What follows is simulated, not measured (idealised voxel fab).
process module | voxel self aligned vias
cross-section cut | 260 nm wide | cells 5 nm
Cross-section, as written here: a square-cell grid given band by band from the top down, where a band holds one or more rows of cells. The entry gives the band's vertical extent as a top height and a bottom height in nm, then its horizontal make-up as materials from left to right, each with a width in nm. "blank" stands for empty space; a single material marked "throughout" fills the band edge to edge. Where do heights start? At 0: under that level the wafer as delivered is made of one material only. And the lowest band has no floor; it just carries on downward, as in "0 and below". The expression "30->40" gives the width at the extremes of the band, the first number at its top row of cells and the second at its bottom row, with the width changing by equal amounts from each row to the next in between. Key: "remained unchanged" - step with no changed cell in the cross-section. For the entry "Fully closed voids", the listed items are empty spaces with no open way to the top whose size is 8 cells or more; each item follows the pattern width x height at distance, where distance is from the left edge and all three are in nm. after a step's settings: what the simulator itself notes on the step. For masked steps, "overlay nm" on the step line gives how far right of plan the mask actually lay; a minus sign means it lay to the left.
Below is the list of planned process steps
step 1: RECEIVE with material Si
step 2: CONFORMAL_DEP with material SiO2, thk nm 15
step 3: CONFORMAL_DEP with material SiCN, thk nm 5
step 4: DIRECTIONAL_DEP with material SiO2, thk nm 20
step 5: DIRECTIONAL_DEP with material aC, thk nm 10
step 6: PATTERN with tone open, mask id LINES, material resist, width nm 30, pitch nm 60, thk nm 25, overlay nm 0
step 7: DIRECTIONAL_ETCH with etch materials aC, depth nm 10
step 8: STRIP with etch materials resist
step 9: DIRECTIONAL_ETCH with etch materials SiO2, depth nm 20
step 10: STRIP with etch materials aC
step 11: CONFORMAL_DEP with material TiN, thk nm 5
step 12: FILL_DEP with material Ru, thk nm 5
step 13: CMP with height nm 40
step 14: SELECTIVE_ETCH with etch materials W Ru TiN, depth nm 5
step 15: FILL_DEP with material SiN, thk nm 10
step 16: CMP with height nm 40
step 17: DIRECTIONAL_DEP with material SiO2, thk nm 15
step 18: MASKED_ETCH with tone open, mask id VIAS, width nm 40, pitch nm 120, etch materials SiO2, depth nm 15, overlay nm 0
step 19: MASKED_ETCH with tone open, mask id VIAS, width nm 40, pitch nm 120, etch materials SiN, depth nm 5, overlay nm -15
step 20: CONFORMAL_DEP with material TiN, thk nm 5
step 21: FILL_DEP with material Ru, thk nm 10
step 22: CMP with height nm 55
step 23: CONFORMAL_DEP with material SiN, thk nm 5
It is noted that the wafers described herein are identical at the outset and are distinguished by the overlay nm of step 19; the value stated in the plan corresponds to the first wafer.
Cross-sectional view of the first of several wafers in the as-received condition, corresponding to the state following step 1
  0 and below  Si throughout
  Fully closed voids: none
The figure below presents a cross-section of the first of several wafers at the conclusion of the module, following its last step, step 23
  60 down to 55  SiN throughout
  55 down to 45  SiO2=50, TiN=5, Ru=30, TiN=5, SiO2=80, TiN=5, Ru=30, TiN=5, SiO2=50
  45 down to 40  SiO2=50, TiN=10, Ru=10, TiN=20, SiO2=80, TiN=10, Ru=10, TiN=20, SiO2=50
  40 down to 35  SiO2=55, TiN=20, SiN=10, SiO2=30, SiN=30, SiO2=30, TiN=20, SiN=10, SiO2=55
  35 down to 25  SiO2=55, TiN=5, Ru=20, TiN=5, SiO2=30, TiN=5, Ru=20, TiN=5, SiO2=30, TiN=5, Ru=20, TiN=5, SiO2=55
  25 down to 20  SiO2=55, TiN=30, SiO2=30, TiN=30, SiO2=30, TiN=30, SiO2=55
  20 down to 15  SiCN throughout
  15 down to 0  SiO2 throughout
  0 and below  Si throughout
  Fully closed voids: none
Wafer cross-section (last wafer, module end)
  60 down to 55  SiN throughout
  55 down to 45  SiO2=50, TiN=5, Ru=30, TiN=5, SiO2=80, TiN=5, Ru=30, TiN=5, SiO2=50
  45 down to 40  SiO2=50, TiN=20, Ru=10, TiN=10, SiO2=80, TiN=20, Ru=10, TiN=10, SiO2=50
  40 down to 35  SiO2=55, SiN=10, TiN=20, SiO2=30, SiN=30, SiO2=30, SiN=10, TiN=20, SiO2=55
  35 down to 25  SiO2=55, TiN=5, Ru=20, TiN=5, SiO2=30, TiN=5, Ru=20, TiN=5, SiO2=30, TiN=5, Ru=20, TiN=5, SiO2=55
  25 down to 20  SiO2=55, TiN=30, SiO2=30, TiN=30, SiO2=30, TiN=30, SiO2=55
  20 down to 15  SiCN throughout
  15 down to 0  SiO2 throughout
  0 and below  Si throughout
  Fully closed voids: none
Below is a per-wafer table. In it, each row describes the wafer at the end of the module by giving, for each material, the number of cells gained (+) or lost (-) since the wafer was received, and after that the closed voids of the wafer
overlay nm -15, +52 Ru, +52 SiCN, +62 SiN, +400 SiO2, +58 TiN, Fully closed voids: none
overlay nm -10, +54 Ru, +52 SiCN, +60 SiN, +400 SiO2, +58 TiN, Fully closed voids: none
overlay nm -5, +56 Ru, +52 SiCN, +58 SiN, +400 SiO2, +58 TiN, Fully closed voids: none
overlay nm 0, +56 Ru, +52 SiCN, +58 SiN, +400 SiO2, +58 TiN, Fully closed voids: none
overlay nm 5, +56 Ru, +52 SiCN, +58 SiN, +400 SiO2, +58 TiN, Fully closed voids: none
overlay nm 10, +54 Ru, +52 SiCN, +60 SiN, +400 SiO2, +58 TiN, Fully closed voids: none
overlay nm 15, +52 Ru, +52 SiCN, +62 SiN, +400 SiO2, +58 TiN, Fully closed voids: none
